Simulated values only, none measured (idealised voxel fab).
Name of the process module below: voxel released beams
Square cells of 5 nm make up the cross-section cut, whose width is 245 nm.
Cross-section spec: square-cell grid; bands listed top down; each band is one or more rows.
Per band: top height and bottom height in nm, followed by the left-to-right materials and their widths in nm; "edge to edge" marks a single material spanning edge to edge, "air" marks empty space.
Height reference: 0 = level under which incoming wafer is all one material. Lowest band: no bottom, runs on downward, e.g. "top 0, no bottom".
You'd read "30 to 40" like this: the band's top row of cells is as wide as the first number, its bottom row is as wide as the second, and going down, every row changes width by the same amount as the row before did.
For the purposes of this document, the phrase "no alteration" attached to a step denotes that no cell within the cross-section was modified by that step.
"Unvented internal voids" specifies each empty space that is not open to the top and that occupies no fewer than 8 cells, using the form width x height at distance, the distance measured from the left edge and all three quantities in nm.
That trailing text on a step's line, after the settings, is the simulator's own remark on the step.
overlay nm: mask offset rightward from planned place, masked step; negative means leftward offset.

-- plan
1 RECEIVE with material Si
2 CONFORMAL_DEP with material Al2O3, thk nm 5
3 DIRECTIONAL_DEP with material SiO2, thk nm 10
4 PATTERN with tone open, mask id ANCHOR, material resist, width nm 25, thk nm 20, overlay nm 0
5 DIRECTIONAL_ETCH with etch materials SiO2, depth nm 10
6 STRIP with etch materials resist
7 CONFORMAL_DEP with material SiN, thk nm 10
8 MASKED_ETCH with tone cover, mask id BEAM, width nm 105, etch materials SiN, depth nm 10, overlay nm 0
9 STRIP with etch materials SiO2

-- Cross-section of the wafer as it came to us, i.e., already through step 1
top 0, no bottom: Si edge to edge
Unvented internal voids: none

-- This is how the wafer looks in cross-section once the module is done, given the starting state and plan above and one mistake in carrying the plan out
top 25, bottom 15: 55 air  25 SiN  5 air  75 SiN  85 air
top 15, bottom 5: 70 air  25 SiN  150 air
top 5, bottom 0: Al2O3 edge to edge
top 0, no bottom: Si edge to edge
Unvented internal voids: none
It is concluded that the wafer was processed incorrectly with respect to the plan, in that step 8, actual vs plan mismatch, actual run MASKED_ETCH with tone cover, mask id BEAM, width nm 105, etch materials SiN, depth nm 10, overlay nm -10
